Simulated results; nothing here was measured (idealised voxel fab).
This is a process module. Its name is voxel transistor to metal.
Cross-section cut: width 265 nm, square cells of 5 nm.
Heads up, the way a cross-section reads in here is a grid of square cells, handed over as bands from the top down, with every band being one or more rows of cells. Heads up on the band format: heights come first, top then bottom, in nm. After that it's the materials left to right, each with its width in nm. A single material flagged "full width" fills the whole band edge to edge, and "blank" means there's empty space there. Ref level 0: as-received wafer is one material below here. Bottom band extends down with no lower bound ("top 0, no bottom"). The width entry "30 to 40" should be interpreted row by row: the top row of cells in the band takes the first number, the bottom row takes the second number, and the change between adjacent rows is uniform throughout. A step reported as "no alteration" is a step in which no cell of the cross-section changed. Empty spaces without an open route to the top, at least 8 cells in extent, make up the entry "Closed void table"; each is given as width x height at distance, where the distance is measured from the left edge, and all are in nm. Whatever follows a step's settings on its line is a remark the simulator itself makes about that step. overlay nm: how far to the right of its planned place the mask lay on this masked step (negative: to the left). So the way this works: pairs, before and after one process step. The after picture only goes down to the lowest band that actually changed, nothing below. Step and its settings are under each pair. And watch out, pairs might come from different runs of this module, same starting wafer though, so a pair only follows on from the one above if its "Pre-process cross-section" entry tells you so.

Pre-process cross-section
> top 0, no bottom  Si full width
> Closed void table: none

Resultant Cross-Section
> top 0, bottom -5  SiO2 full width
> Lower than -5, everything is as it was.
> Closed void table: none
So what happens between those two cross-sections up there? OXIDIZE with depth nm 5

Pre-process cross-section: refer to the pair immediately above; the cross-section shown after its step is the state before this one.

Resultant Cross-Section
> top 10, bottom 0  SiN full width
> Lower than 0, everything is as it was.
> Closed void table: none
So what happens between those two cross-sections up there? CONFORMAL_DEP with material SiN, thk nm 10

Pre-process cross-section: refer to the pair immediately above; the cross-section shown after its step is the state before this one.

Resultant Cross-Section
> top 25, bottom 10  aC full width
> Lower than 10, everything is as it was.
> Closed void table: none
So what happens between those two cross-sections up there? DIRECTIONAL_DEP with material aC, thk nm 15

Pre-process cross-section: refer to the pair immediately above; the cross-section shown after its step is the state before this one.

Resultant Cross-Section
> top 55, bottom 25  25 of blank / 95 of resist / 25 of blank / 95 of resist / 25 of blank
> Lower than 25, everything is as it was.
> Closed void table: none
So what happens between those two cross-sections up there? PATTERN with tone cover, mask id ACTIVE, material resist, width nm 95, pitch nm 120, thk nm 30, overlay nm 0

Pre-process cross-section: refer to the pair immediately above; the cross-section shown after its step is the state before this one.

Resultant Cross-Section
> top 40, bottom 25  25 of blank / 95 of resist / 25 of blank / 95 of resist / 25 of blank
> top 25, bottom 10  25 of blank / 95 of aC / 25 of blank / 95 of aC / 25 of blank
> Lower than 10, everything is as it was.
> Closed void table: none
So what happens between those two cross-sections up there? DIRECTIONAL_ETCH with etch materials aC, depth nm 15

Pre-process cross-section: refer to the pair immediately above; the cross-section shown after its step is the state before this one.

Resultant Cross-Section
> top 25, bottom 10  25 of blank / 95 of aC / 25 of blank / 95 of aC / 25 of blank
> Lower than 10, everything is as it was.
> Closed void table: none
So what happens between those two cross-sections up there? STRIP with etch materials resist

Pre-process cross-section: refer to the pair immediately above; the cross-section shown after its step is the state before this one.

Resultant Cross-Section
> top 25, bottom 10  25 of blank / 95 of aC / 25 of blank / 95 of aC / 25 of blank
> top 10, bottom 0  25 of blank / 95 of SiN / 25 of blank / 95 of SiN / 25 of blank
> Lower than 0, everything is as it was.
> Closed void table: none
So what happens between those two cross-sections up there? DIRECTIONAL_ETCH with etch materials SiN, depth nm 10

Pre-process cross-section: refer to the pair immediately above; the cross-section shown after its step is the state before this one.

Resultant Cross-Section
> top 25, bottom 10  25 of blank / 95 of aC / 25 of blank / 95 of aC / 25 of blank
> top 10, bottom 0  25 of blank / 95 of SiN / 25 of blank / 95 of SiN / 25 of blank
> top 0, bottom -5  25 of blank / 95 of SiO2 / 25 of blank / 95 of SiO2 / 25 of blank
> Lower than -5, everything is as it was.
> Closed void table: none
So what happens between those two cross-sections up there? DIRECTIONAL_ETCH with etch materials SiO2, depth nm 5

Pre-process cross-section: refer to the pair immediately above; the cross-section shown after its step is the state before this one.

Resultant Cross-Section
> top 25, bottom 10  25 of blank / 95 of aC / 25 of blank / 95 of aC / 25 of blank
> top 10, bottom 0  25 of blank / 95 of SiN / 25 of blank / 95 of SiN / 25 of blank
> top 0, bottom -5  25 of blank / 95 of SiO2 / 25 of blank / 95 of SiO2 / 25 of blank
> top -5, bottom -30  25 of blank / 95 of Si / 25 of blank / 95 of Si / 25 of blank
> Lower than -30, everything is as it was.
> Closed void table: none
So what happens between those two cross-sections up there? DIRECTIONAL_ETCH with etch materials Si, depth nm 25

Pre-process cross-section: refer to the pair immediately above; the cross-section shown after its step is the state before this one.

Resultant Cross-Section
> top 10, bottom 0  25 of blank / 95 of SiN / 25 of blank / 95 of SiN / 25 of blank
> Lower than 0, everything is as it was.
> Closed void table: none
So what happens between those two cross-sections up there? STRIP with etch materials aC

Pre-process cross-section: refer to the pair immediately above; the cross-section shown after its step is the state before this one.

Resultant Cross-Section
> top 20, bottom 10  SiO2 full width
> top 10, bottom 0  25 of SiO2 / 95 of SiN / 25 of SiO2 / 95 of SiN / 25 of SiO2
> top 0, bottom -5  SiO2 full width
> top -5, bottom -30  25 of SiO2 / 95 of Si / 25 of SiO2 / 95 of Si / 25 of SiO2
> Lower than -30, everything is as it was.
> Closed void table: none
So what happens between those two cross-sections up there? FILL_DEP with material SiO2, thk nm 10

Pre-process cross-section: refer to the pair immediately above; the cross-section shown after its step is the state before this one.

Resultant Cross-Section
> top 10, bottom 0  25 of SiO2 / 95 of SiN / 25 of SiO2 / 95 of SiN / 25 of SiO2
> Lower than 0, everything is as it was.
> Closed void table: none
So what happens between those two cross-sections up there? CMP with height nm 10

Pre-process cross-section: refer to the pair immediately above; the cross-section shown after its step is the state before this one.

Resultant Cross-Section
> top 10, bottom 0  25 of blank / 95 of SiN / 25 of blank / 95 of SiN / 25 of blank
> Lower than 0, everything is as it was.
> Closed void table: none
So what happens between those two cross-sections up there? SELECTIVE_ETCH with etch materials SiO2, depth nm 10

Pre-process cross-section: refer to the pair immediately above; the cross-section shown after its step is the state before this one.

Resultant Cross-Section
> top 0, bottom -5  SiO2 full width
> Lower than -5, everything is as it was.
> Closed void table: none
So what happens between those two cross-sections up there? STRIP with etch materials SiN

Pre-process cross-section: refer to the pair immediately above; the cross-section shown after its step is the state before this one.

Resultant Cross-Section
> top -5, bottom -30  25 of SiO2 / 95 of Si / 25 of SiO2 / 95 of Si / 25 of SiO2
> Lower than -30, everything is as it was.
> Closed void table: none
So what happens between those two cross-sections up there? SELECTIVE_ETCH with etch materials SiO2, depth nm 5

Pre-process cross-section: refer to the pair immediately above; the cross-section shown after its step is the state before this one.

Resultant Cross-Section
> top -5, bottom -10  SiO2 full width
> Lower than -10, everything is as it was.
> Closed void table: none
So what happens between those two cross-sections up there? OXIDIZE with depth nm 5

Pre-process cross-section: refer to the pair immediately above; the cross-section shown after its step is the state before this one.

Resultant Cross-Section
> top 25, bottom -5  polySi full width
> Lower than -5, everything is as it was.
> Closed void table: none
So what happens between those two cross-sections up there? DIRECTIONAL_DEP with material polySi, thk nm 30

Pre-process cross-section: refer to the pair immediately above; the cross-section shown after its step is the state before this one.

Resultant Cross-Section
> top 40, bottom 25  SiCN full width
> Lower than 25, everything is as it was.
> Closed void table: none
So what happens between those two cross-sections up there? DIRECTIONAL_DEP with material SiCN, thk nm 15

Pre-process cross-section: refer to the pair immediately above; the cross-section shown after its step is the state before this one.

Resultant Cross-Section
> top 60, bottom 40  60 of blank / 25 of resist / 95 of blank / 25 of resist / 60 of blank
> Lower than 40, everything is as it was.
> Closed void table: none
So what happens between those two cross-sections up there? PATTERN with tone cover, mask id GATE, material resist, width nm 25, pitch nm 120, thk nm 20, overlay nm 0

Pre-process cross-section: refer to the pair immediately above; the cross-section shown after its step is the state before this one.

Resultant Cross-Section
> top 60, bottom 40  60 of blank / 25 of resist / 95 of blank / 25 of resist / 60 of blank
> top 40, bottom 25  60 of blank / 25 of SiCN / 95 of blank / 25 of SiCN / 60 of blank
> Lower than 25, everything is as it was.
> Closed void table: none
So what happens between those two cross-sections up there? DIRECTIONAL_ETCH with etch materials SiCN, depth nm 25

Pre-process cross-section: refer to the pair immediately above; the cross-section shown after its step is the state before this one.

Resultant Cross-Section
> top 60, bottom 40  60 of blank / 25 of resist / 95 of blank / 25 of resist / 60 of blank
> top 40, bottom 25  60 of blank / 25 of SiCN / 95 of blank / 25 of SiCN / 60 of blank
> top 25, bottom -5  60 of blank / 25 of polySi / 95 of blank / 25 of polySi / 60 of blank
> Lower than -5, everything is as it was.
> Closed void table: none
So what happens between those two cross-sections up there? DIRECTIONAL_ETCH with etch materials polySi, depth nm 40

Pre-process cross-section: refer to the pair immediately above; the cross-section shown after its step is the state before this one.

Resultant Cross-Section
> top 40, bottom 25  60 of blank / 25 of SiCN / 95 of blank / 25 of SiCN / 60 of blank
> Lower than 25, everything is as it was.
> Closed void table: none
So what happens between those two cross-sections up there? STRIP with etch materials resist

Pre-process cross-section: refer to the pair immediately above; the cross-section shown after its step is the state before this one.

Resultant Cross-Section
> top 50, bottom 40  50 of blank / 45 of SiN / 75 of blank / 45 of SiN / 50 of blank
> top 40, bottom 25  50 of blank / 10 of SiN / 25 of SiCN / 10 of SiN / 75 of blank / 10 of SiN / 25 of SiCN / 10 of SiN / 50 of blank
> top 25, bottom 5  50 of blank / 10 of SiN / 25 of polySi / 10 of SiN / 75 of blank / 10 of SiN / 25 of polySi / 10 of SiN / 50 of blank
> top 5, bottom -5  60 of SiN / 25 of polySi / 95 of SiN / 25 of polySi / 60 of SiN
> Lower than -5, everything is as it was.
> Closed void table: none
So what happens between those two cross-sections up there? CONFORMAL_DEP with material SiN, thk nm 10

Pre-process cross-section: refer to the pair immediately above; the cross-section shown after its step is the state before this one.

Resultant Cross-Section
> top 40, bottom 25  50 of blank / 10 of SiN / 25 of SiCN / 10 of SiN / 75 of blank / 10 of SiN / 25 of SiCN / 10 of SiN / 50 of blank
> top 25, bottom -5  50 of blank / 10 of SiN / 25 of polySi / 10 of SiN / 75 of blank / 10 of SiN / 25 of polySi / 10 of SiN / 50 of blank
> Lower than -5, everything is as it was.
> Closed void table: none
So what happens between those two cross-sections up there? DIRECTIONAL_ETCH with etch materials SiN, depth nm 10

Pre-process cross-section: refer to the pair immediately above; the cross-section shown after its step is the state before this one.

Resultant Cross-Section
> top 40, bottom 25  50 of blank / 10 of SiN / 25 of SiCN / 10 of SiN / 75 of blank / 10 of SiN / 25 of SiCN / 10 of SiN / 50 of blank
> top 25, bottom -5  50 of blank / 10 of SiN / 25 of polySi / 10 of SiN / 75 of blank / 10 of SiN / 25 of polySi / 10 of SiN / 50 of blank
> top -5, bottom -10  50 of blank / 45 of SiO2 / 75 of blank / 45 of SiO2 / 50 of blank
> Lower than -10, everything is as it was.
> Closed void table: none
So what happens between those two cross-sections up there? DIRECTIONAL_ETCH with etch materials SiO2, depth nm 5

Pre-process cross-section: refer to the pair immediately above; the cross-section shown after its step is the state before this one.

Resultant Cross-Section
> top 40, bottom 25  50 of blank / 10 of SiN / 25 of SiCN / 10 of SiN / 75 of blank / 10 of SiN / 25 of SiCN / 10 of SiN / 50 of blank
> top 25, bottom -5  50 of blank / 10 of SiN / 25 of polySi / 10 of SiN / 75 of blank / 10 of SiN / 25 of polySi / 10 of SiN / 50 of blank
> top -5, bottom -10  50 of blank / 45 of SiO2 / 75 of blank / 45 of SiO2 / 50 of blank
> top -10, bottom -20  25 of SiO2 / 25 of blank / 45 of Si / 25 of blank / 25 of SiO2 / 25 of blank / 45 of Si / 25 of blank / 25 of SiO2
> Lower than -20, everything is as it was.
> Closed void table: none
So what happens between those two cross-sections up there? DIRECTIONAL_ETCH with etch materials Si, depth nm 10

Pre-process cross-section: refer to the pair immediately above; the cross-section shown after its step is the state before this one.

Resultant Cross-Section
> top 40, bottom 25  50 of blank / 10 of SiN / 25 of SiCN / 10 of SiN / 75 of blank / 10 of SiN / 25 of SiCN / 10 of SiN / 50 of blank
> top 25, bottom 5  50 of blank / 10 of SiN / 25 of polySi / 10 of SiN / 75 of blank / 10 of SiN / 25 of polySi / 10 of SiN / 50 of blank
> top 5, bottom -5  35 of blank / 15 of pSi / 10 of SiN / 25 of polySi / 10 of SiN / 15 of pSi / 45 of blank / 15 of pSi / 10 of SiN / 25 of polySi / 10 of SiN / 15 of pSi / 35 of blank
> top -5, bottom -10  20 of blank / 30 of pSi / 45 of SiO2 / 30 of pSi / 15 of blank / 30 of pSi / 45 of SiO2 / 30 of pSi / 20 of blank
> top -10, bottom -20  25 of SiO2 / 25 of pSi / 45 of Si / 25 of pSi / 25 of SiO2 / 25 of pSi / 45 of Si / 25 of pSi / 25 of SiO2
> Lower than -20, everything is as it was.
> Closed void table: none
So what happens between those two cross-sections up there? EPI with material pSi, thk nm 15

Pre-process cross-section: refer to the pair immediately above; the cross-section shown after its step is the state before this one.

Resultant Cross-Section
> top 50, bottom 40  SiO2 full width
> top 40, bottom 25  50 of SiO2 / 10 of SiN / 25 of SiCN / 10 of SiN / 75 of SiO2 / 10 of SiN / 25 of SiCN / 10 of SiN / 50 of SiO2
> top 25, bottom 5  50 of SiO2 / 10 of SiN / 25 of polySi / 10 of SiN / 75 of SiO2 / 10 of SiN / 25 of polySi / 10 of SiN / 50 of SiO2
> top 5, bottom -5  35 of SiO2 / 15 of pSi / 10 of SiN / 25 of polySi / 10 of SiN / 15 of pSi / 45 of SiO2 / 15 of pSi / 10 of SiN / 25 of polySi / 10 of SiN / 15 of pSi / 35 of SiO2
> top -5, bottom -10  20 of SiO2 / 30 of pSi / 45 of SiO2 / 30 of pSi / 15 of SiO2 / 30 of pSi / 45 of SiO2 / 30 of pSi / 20 of SiO2
> Lower than -10, everything is as it was.
> Closed void table: none
So what happens between those two cross-sections up there? FILL_DEP with material SiO2, thk nm 10

Pre-process cross-section: refer to the pair immediately above; the cross-section shown after its step is the state before this one.

Resultant Cross-Section
> top 40, bottom 25  50 of SiO2 / 10 of SiN / 25 of SiCN / 10 of SiN / 75 of SiO2 / 10 of SiN / 25 of SiCN / 10 of SiN / 50 of SiO2
> Lower than 25, everything is as it was.
> Closed void table: none
So what happens between those two cross-sections up there? CMP with height nm 40

Pre-process cross-section: refer to the pair immediately above; the cross-section shown after its step is the state before this one.

Resultant Cross-Section
> top 55, bottom 40  SiO2 full width
> Lower than 40, everything is as it was.
> Closed void table: none
So what happens between those two cross-sections up there? DIRECTIONAL_DEP with material SiO2, thk nm 15

Pre-process cross-section: refer to the pair immediately above; the cross-section shown after its step is the state before this one.

Resultant Cross-Section
> top 70, bottom 55  30 of resist / 25 of blank / 35 of resist / 25 of blank / 35 of resist / 25 of blank / 35 of resist / 25 of blank / 30 of resist
> Lower than 55, everything is as it was.
> Closed void table: none
So what happens between those two cross-sections up there? PATTERN with tone open, mask id CONTACT, material resist, width nm 25, pitch nm 60, thk nm 15, overlay nm 0

Pre-process cross-section: refer to the pair immediately above; the cross-section shown after its step is the state before this one.

Resultant Cross-Section
> top 70, bottom 55  30 of resist / 25 of blank / 35 of resist / 25 of blank / 35 of resist / 25 of blank / 35 of resist / 25 of blank / 30 of resist
> top 55, bottom 40  30 of SiO2 / 25 of blank / 35 of SiO2 / 25 of blank / 35 of SiO2 / 25 of blank / 35 of SiO2 / 25 of blank / 30 of SiO2
> top 40, bottom 25  30 of SiO2 / 20 of blank / 10 of SiN / 25 of SiCN / 10 of SiN / 20 of blank / 35 of SiO2 / 20 of blank / 10 of SiN / 25 of SiCN / 10 of SiN / 20 of blank / 30 of SiO2
> top 25, bottom 5  30 of SiO2 / 20 of blank / 10 of SiN / 25 of polySi / 10 of SiN / 20 of blank / 35 of SiO2 / 20 of blank / 10 of SiN / 25 of polySi / 10 of SiN / 20 of blank / 30 of SiO2
> top 5, bottom -5  30 of SiO2 / 5 of blank / 15 of pSi / 10 of SiN / 25 of polySi / 10 of SiN / 15 of pSi / 5 of blank / 35 of SiO2 / 5 of blank / 15 of pSi / 10 of SiN / 25 of polySi / 10 of SiN / 15 of pSi / 5 of blank / 30 of SiO2
> Lower than -5, everything is as it was.
> Closed void table: none
So what happens between those two cross-sections up there? DIRECTIONAL_ETCH with etch materials SiO2, depth nm 60

Pre-process cross-section: refer to the pair immediately above; the cross-section shown after its step is the state before this one.

Resultant Cross-Section
> top 55, bottom 40  30 of SiO2 / 25 of blank / 35 of SiO2 / 25 of blank / 35 of SiO2 / 25 of blank / 35 of SiO2 / 25 of blank / 30 of SiO2
> Lower than 40, everything is as it was.
> Closed void table: none
So what happens between those two cross-sections up there? STRIP with etch materials resist

Pre-process cross-section: refer to the pair immediately above; the cross-section shown after its step is the state before this one.

Resultant Cross-Section
> top 60, bottom 55  35 of TiN / 15 of blank / 45 of TiN / 15 of blank / 45 of TiN / 15 of blank / 45 of TiN / 15 of blank / 35 of TiN
> top 55, bottom 45  30 of SiO2 / 5 of TiN / 15 of blank / 5 of TiN / 35 of SiO2 / 5 of TiN / 15 of blank / 5 of TiN / 35 of SiO2 / 5 of TiN / 15 of blank / 5 of TiN / 35 of SiO2 / 5 of TiN / 15 of blank / 5 of TiN / 30 of SiO2
> top 45, bottom 40  30 of SiO2 / 5 of TiN / 10 of blank / 10 of TiN / 35 of SiO2 / 10 of TiN / 10 of blank / 5 of TiN / 35 of SiO2 / 5 of TiN / 10 of blank / 10 of TiN / 35 of SiO2 / 10 of TiN / 10 of blank / 5 of TiN / 30 of SiO2
> top 40, bottom 25  30 of SiO2 / 5 of TiN / 10 of blank / 5 of TiN / 10 of SiN / 25 of SiCN / 10 of SiN / 5 of TiN / 10 of blank / 5 of TiN / 35 of SiO2 / 5 of TiN / 10 of blank / 5 of TiN / 10 of SiN / 25 of SiCN / 10 of SiN / 5 of TiN / 10 of blank / 5 of TiN / 30 of SiO2
> top 25, bottom 10  30 of SiO2 / 5 of TiN / 10 of blank / 5 of TiN / 10 of SiN / 25 of polySi / 10 of SiN / 5 of TiN / 10 of blank / 5 of TiN / 35 of SiO2 / 5 of TiN / 10 of blank / 5 of TiN / 10 of SiN / 25 of polySi / 10 of SiN / 5 of TiN / 10 of blank / 5 of TiN / 30 of SiO2
> top 10, bottom 5  30 of SiO2 / 20 of TiN / 10 of SiN / 25 of polySi / 10 of SiN / 20 of TiN / 35 of SiO2 / 20 of TiN / 10 of SiN / 25 of polySi / 10 of SiN / 20 of TiN / 30 of SiO2
> top 5, bottom -5  30 of SiO2 / 5 of TiN / 15 of pSi / 10 of SiN / 25 of polySi / 10 of SiN / 15 of pSi / 5 of TiN / 35 of SiO2 / 5 of TiN / 15 of pSi / 10 of SiN / 25 of polySi / 10 of SiN / 15 of pSi / 5 of TiN / 30 of SiO2
> Lower than -5, everything is as it was.
> Closed void table: none
So what happens between those two cross-sections up there? CONFORMAL_DEP with material TiN, thk nm 5

Pre-process cross-section: refer to the pair immediately above; the cross-section shown after its step is the state before this one.

Resultant Cross-Section
> top 65, bottom 60  W full width
> top 60, bottom 55  35 of TiN / 15 of W / 45 of TiN / 15 of W / 45 of TiN / 15 of W / 45 of TiN / 15 of W / 35 of TiN
> top 55, bottom 45  30 of SiO2 / 5 of TiN / 15 of W / 5 of TiN / 35 of SiO2 / 5 of TiN / 15 of W / 5 of TiN / 35 of SiO2 / 5 of TiN / 15 of W / 5 of TiN / 35 of SiO2 / 5 of TiN / 15 of W / 5 of TiN / 30 of SiO2
> top 45, bottom 40  30 of SiO2 / 5 of TiN / 10 of W / 10 of TiN / 35 of SiO2 / 10 of TiN / 10 of W / 5 of TiN / 35 of SiO2 / 5 of TiN / 10 of W / 10 of TiN / 35 of SiO2 / 10 of TiN / 10 of W / 5 of TiN / 30 of SiO2
> top 40, bottom 25  30 of SiO2 / 5 of TiN / 10 of W / 5 of TiN / 10 of SiN / 25 of SiCN / 10 of SiN / 5 of TiN / 10 of W / 5 of TiN / 35 of SiO2 / 5 of TiN / 10 of W / 5 of TiN / 10 of SiN / 25 of SiCN / 10 of SiN / 5 of TiN / 10 of W / 5 of TiN / 30 of SiO2
> top 25, bottom 10  30 of SiO2 / 5 of TiN / 10 of W / 5 of TiN / 10 of SiN / 25 of polySi / 10 of SiN / 5 of TiN / 10 of W / 5 of TiN / 35 of SiO2 / 5 of TiN / 10 of W / 5 of TiN / 10 of SiN / 25 of polySi / 10 of SiN / 5 of TiN / 10 of W / 5 of TiN / 30 of SiO2
> Lower than 10, everything is as it was.
> Closed void table: none
So what happens between those two cross-sections up there? FILL_DEP with material W, thk nm 5

Pre-process cross-section: refer to the pair immediately above; the cross-section shown after its step is the state before this one.

Resultant Cross-Section
> top 55, bottom 45  30 of SiO2 / 5 of TiN / 15 of W / 5 of TiN / 35 of SiO2 / 5 of TiN / 15 of W / 5 of TiN / 35 of SiO2 / 5 of TiN / 15 of W / 5 of TiN / 35 of SiO2 / 5 of TiN / 15 of W / 5 of TiN / 30 of SiO2
> Lower than 45, everything is as it was.
> Closed void table: none
So what happens between those two cross-sections up there? CMP with height nm 55

Pre-process cross-section: refer to the pair immediately above; the cross-section shown after its step is the state before this one.

Resultant Cross-Section
> top 60, bottom 55  SiN full width
> Lower than 55, everything is as it was.
> Closed void table: none
So what happens between those two cross-sections up there? CONFORMAL_DEP with material SiN, thk nm 5

Pre-process cross-section: refer to the pair immediately above; the cross-section shown after its step is the state before this one.

Resultant Cross-Section
> top 80, bottom 60  lowk full width
> Lower than 60, everything is as it was.
> Closed void table: none
So what happens between those two cross-sections up there? DIRECTIONAL_DEP with material lowk, thk nm 20

Pre-process cross-section: refer to the pair immediately above; the cross-section shown after its step is the state before this one.

Resultant Cross-Section
> top 100, bottom 80  30 of resist / 15 of blank / 55 of resist / 15 of blank / 35 of resist / 15 of blank / 55 of resist / 15 of blank / 30 of resist
> Lower than 80, everything is as it was.
> Closed void table: none
So what happens between those two cross-sections up there? PATTERN with tone open, mask id METAL_1, material resist, width nm 15, thk nm 20, overlay nm 0

Pre-process cross-section: refer to the pair immediately above; the cross-section shown after its step is the state before this one.

Resultant Cross-Section
> top 100, bottom 80  30 of resist / 15 of blank / 55 of resist / 15 of blank / 35 of resist / 15 of blank / 55 of resist / 15 of blank / 30 of resist
> top 80, bottom 60  30 of lowk / 15 of blank / 55 of lowk / 15 of blank / 35 of lowk / 15 of blank / 55 of lowk / 15 of blank / 30 of lowk
> Lower than 60, everything is as it was.
> Closed void table: none
So what happens between those two cross-sections up there? DIRECTIONAL_ETCH with etch materials lowk, depth nm 20

Pre-process cross-section: refer to the pair immediately above; the cross-section shown after its step is the state before this one.

Resultant Cross-Section
> top 100, bottom 80  30 of resist / 15 of blank / 55 of resist / 15 of blank / 35 of resist / 15 of blank / 55 of resist / 15 of blank / 30 of resist
> top 80, bottom 60  30 of lowk / 15 of blank / 55 of lowk / 15 of blank / 35 of lowk / 15 of blank / 55 of lowk / 15 of blank / 30 of lowk
> top 60, bottom 55  30 of SiN / 15 of blank / 55 of SiN / 15 of blank / 35 of SiN / 15 of blank / 55 of SiN / 15 of blank / 30 of SiN
> Lower than 55, everything is as it was.
> Closed void table: none
So what happens between those two cross-sections up there? DIRECTIONAL_ETCH with etch materials SiN, depth nm 5

Pre-process cross-section: refer to the pair immediately above; the cross-section shown after its step is the state before this one.

Resultant Cross-Section
> top 80, bottom 60  30 of lowk / 15 of blank / 55 of lowk / 15 of blank / 35 of lowk / 15 of blank / 55 of lowk / 15 of blank / 30 of lowk
> Lower than 60, everything is as it was.
> Closed void table: none
So what happens between those two cross-sections up there? STRIP with etch materials resist

Pre-process cross-section: refer to the pair immediately above; the cross-section shown after its step is the state before this one.

Resultant Cross-Section
> top 85, bottom 80  35 of TiN / 5 of blank / 65 of TiN / 5 of blank / 45 of TiN / 5 of blank / 65 of TiN / 5 of blank / 35 of TiN
> top 80, bottom 60  30 of lowk / 5 of TiN / 5 of blank / 5 of TiN / 55 of lowk / 5 of TiN / 5 of blank / 5 of TiN / 35 of lowk / 5 of TiN / 5 of blank / 5 of TiN / 55 of lowk / 5 of TiN / 5 of blank / 5 of TiN / 30 of lowk
> top 60, bottom 55  30 of SiN / 15 of TiN / 55 of SiN / 15 of TiN / 35 of SiN / 15 of TiN / 55 of SiN / 15 of TiN / 30 of SiN
> Lower than 55, everything is as it was.
> Closed void table: none
So what happens between those two cross-sections up there? CONFORMAL_DEP with material TiN, thk nm 5

Pre-process cross-section: refer to the pair immediately above; the cross-section shown after its step is the state before this one.

Resultant Cross-Section
> top 95, bottom 85  W full width
> top 85, bottom 80  35 of TiN / 5 of W / 65 of TiN / 5 of W / 45 of TiN / 5 of W / 65 of TiN / 5 of W / 35 of TiN
> top 80, bottom 60  30 of lowk / 5 of TiN / 5 of W / 5 of TiN / 55 of lowk / 5 of TiN / 5 of W / 5 of TiN / 35 of lowk / 5 of TiN / 5 of W / 5 of TiN / 55 of lowk / 5 of TiN / 5 of W / 5 of TiN / 30 of lowk
> Lower than 60, everything is as it was.
> Closed void table: none
So what happens between those two cross-sections up there? FILL_DEP with material W, thk nm 10

Pre-process cross-section: refer to the pair immediately above; the cross-section shown after its step is the state before this one.

Resultant Cross-Section
> top 80, bottom 60  30 of lowk / 5 of TiN / 5 of W / 5 of TiN / 55 of lowk / 5 of TiN / 5 of W / 5 of TiN / 35 of lowk / 5 of TiN / 5 of W / 5 of TiN / 55 of lowk / 5 of TiN / 5 of W / 5 of TiN / 30 of lowk
> Lower than 60, everything is as it was.
> Closed void table: none
So what happens between those two cross-sections up there? CMP with height nm 80

Pre-process cross-section: refer to the pair immediately above; the cross-section shown after its step is the state before this one.

Resultant Cross-Section
> top 85, bottom 80  SiCN full width
> Lower than 80, everything is as it was.
> Closed void table: none
So what happens between those two cross-sections up there? CONFORMAL_DEP with material SiCN, thk nm 5

Pre-process cross-section: refer to the pair immediately above; the cross-section shown after its step is the state before this one.

Resultant Cross-Section
> top 115, bottom 85  SiO2 full width
> Lower than 85, everything is as it was.
> Closed void table: none
So what happens between those two cross-sections up there? DIRECTIONAL_DEP with material SiO2, thk nm 30

Pre-process cross-section: refer to the pair immediately above; the cross-section shown after its step is the state before this one.

Resultant Cross-Section
> top 115, bottom 95  30 of SiO2 / 15 of blank / 105 of SiO2 / 15 of blank / 100 of SiO2
> Lower than 95, everything is as it was.
> Closed void table: none
So what happens between those two cross-sections up there? MASKED_ETCH with tone open, mask id METAL_2, width nm 15, pitch nm 120, etch materials SiO2, depth nm 20, overlay nm 0

Pre-process cross-section: refer to the pair immediately above; the cross-section shown after its step is the state before this one.

Resultant Cross-Section
> top 125, bottom 115  30 of aC / 15 of blank / 105 of aC / 15 of blank / 100 of aC
> top 115, bottom 105  30 of SiO2 / 15 of blank / 105 of SiO2 / 15 of blank / 100 of SiO2
> top 105, bottom 95  30 of SiO2 / 15 of aC / 105 of SiO2 / 15 of aC / 100 of SiO2
> Lower than 95, everything is as it was.
> Closed void table: none
So what happens between those two cross-sections up there? DIRECTIONAL_DEP with material aC, thk nm 10

Pre-process cross-section: refer to the pair immediately above; the cross-section shown after its step is the state before this one.

Resultant Cross-Section
> top 155, bottom 125  30 of resist / 15 of blank / 105 of resist / 15 of blank / 100 of resist
> Lower than 125, everything is as it was.
> Closed void table: none
So what happens between those two cross-sections up there? PATTERN with tone open, mask id METAL_2_HOLES, material resist, width nm 15, pitch nm 120, thk nm 30, overlay nm 0

Pre-process cross-section: refer to the pair immediately above; the cross-section shown after its step is the state before this one.

Resultant Cross-Section
> top 145, bottom 125  30 of resist / 15 of blank / 105 of resist / 15 of blank / 100 of resist
> top 125, bottom 115  30 of aC / 15 of blank / 105 of aC / 15 of blank / 100 of aC
> top 115, bottom 95  30 of SiO2 / 15 of blank / 105 of SiO2 / 15 of blank / 100 of SiO2
> Lower than 95, everything is as it was.
> Closed void table: none
So what happens between those two cross-sections up there? DIRECTIONAL_ETCH with etch materials aC, depth nm 10

Pre-process cross-section: refer to the pair immediately above; the cross-section shown after its step is the state before this one.

Resultant Cross-Section
> top 125, bottom 115  30 of aC / 15 of blank / 105 of aC / 15 of blank / 100 of aC
> Lower than 115, everything is as it was.
> Closed void table: none
So what happens between those two cross-sections up there? STRIP with etch materials resist

Pre-process cross-section: refer to the pair immediately above; the cross-section shown after its step is the state before this one.

Resultant Cross-Section
> top 125, bottom 115  30 of aC / 15 of blank / 105 of aC / 15 of blank / 100 of aC
> top 115, bottom 85  30 of SiO2 / 15 of blank / 105 of SiO2 / 15 of blank / 100 of SiO2
> Lower than 85, everything is as it was.
> Closed void table: none
So what happens between those two cross-sections up there? DIRECTIONAL_ETCH with etch materials SiO2, depth nm 10

Pre-process cross-section: refer to the pair immediately above; the cross-section shown after its step is the state before this one.

Resultant Cross-Section
> top 125, bottom 115  30 of aC / 15 of blank / 105 of aC / 15 of blank / 100 of aC
> top 115, bottom 85  30 of SiO2 / 15 of blank / 105 of SiO2 / 15 of blank / 100 of SiO2
> top 85, bottom 80  30 of SiCN / 15 of blank / 105 of SiCN / 15 of blank / 100 of SiCN
> Lower than 80, everything is as it was.
> Closed void table: none
So what happens between those two cross-sections up there? DIRECTIONAL_ETCH with etch materials SiCN, depth nm 5

Pre-process cross-section: refer to the pair immediately above; the cross-section shown after its step is the state before this one.

Resultant Cross-Section
> top 115, bottom 85  30 of SiO2 / 15 of blank / 105 of SiO2 / 15 of blank / 100 of SiO2
> Lower than 85, everything is as it was.
> Closed void table: none
So what happens between those two cross-sections up there? STRIP with etch materials aC

Pre-process cross-section: refer to the pair immediately above; the cross-section shown after its step is the state before this one.

Resultant Cross-Section
> top 120, bottom 115  35 of TiN / 5 of blank / 115 of TiN / 5 of blank / 105 of TiN
> top 115, bottom 85  30 of SiO2 / 5 of TiN / 5 of blank / 5 of TiN / 105 of SiO2 / 5 of TiN / 5 of blank / 5 of TiN / 100 of SiO2
> top 85, bottom 80  30 of SiCN / 15 of TiN / 105 of SiCN / 15 of TiN / 100 of SiCN
> Lower than 80, everything is as it was.
> Closed void table: none
So what happens between those two cross-sections up there? CONFORMAL_DEP with material TiN, thk nm 5
